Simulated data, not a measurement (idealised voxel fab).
process module | voxel double patterning
cross-section cut | 235 nm wide | cells 5 nm
A cross-section is a grid of square cells, given in bands from the top down. A band is one or more rows of cells.
Each band's line starts with the height of the band's top and of its bottom, in nm. Then come its materials from left to right, each with its width in nm. One material with "throughout" fills the band from edge to edge. "air" is empty space.
Height 0 is the level under which the wafer as received is all one material. The lowest band goes on downwards, as in "0 down".
A width such as "30 to 40" changes by the same amount from each row of cells to the next, from the band's top row to its bottom row.
"no change" after a step means that no cell of the cross-section changed.
closed voids: empty space of 8 cells or more with no open way to the top, each as width x height at its distance from the left edge, in nm
after a step's settings: what the simulator itself notes on the step
overlay nm, on a step with a mask: how far to the right of its planned place the mask lay; to the left if negative
plan
1 op RECEIVE | material Si
2 op CONFORMAL_DEP | material SiO2 | thk nm 5
3 op DIRECTIONAL_DEP | material W | thk nm 15
4 op DIRECTIONAL_DEP | material SiCN | thk nm 10
5 op PATTERN | tone open | mask id FIRST | material resist | width nm 15 | pitch nm 50 | thk nm 20 | overlay nm 0
6 op DIRECTIONAL_ETCH | etch materials SiCN | depth nm 10
7 op STRIP | etch materials resist
8 op MASKED_ETCH | tone open | mask id SECOND | width nm 15 | pitch nm 50 | etch materials SiCN | depth nm 10 | overlay nm 0
9 op DIRECTIONAL_ETCH | etch materials W | depth nm 15
10 op STRIP | etch materials SiCN
as received, after step 1
  0 down: Si throughout
  closed voids: none
first wafer at the end, as planned
  20 to 5: W 60 | air 15 | W 10 | air 15 | W 10 | air 15 | W 10 | air 15 | W 10 | air 15 | W 60
  5 to 0: SiO2 throughout
  0 down: Si throughout
  closed voids: none
second wafer at the end: like start, like plan, one mistake
  35 to 20: W 60 | air 15 | W 10 | air 15 | W 10 | air 15 | W 10 | air 15 | W 10 | air 15 | W 60
  20 to 5: W throughout
  5 to 0: SiO2 throughout
  0 down: Si throughout
  closed voids: none
what went wrong: step 3 was run twice
at the end the second wafer has, in cells: 141 more of W
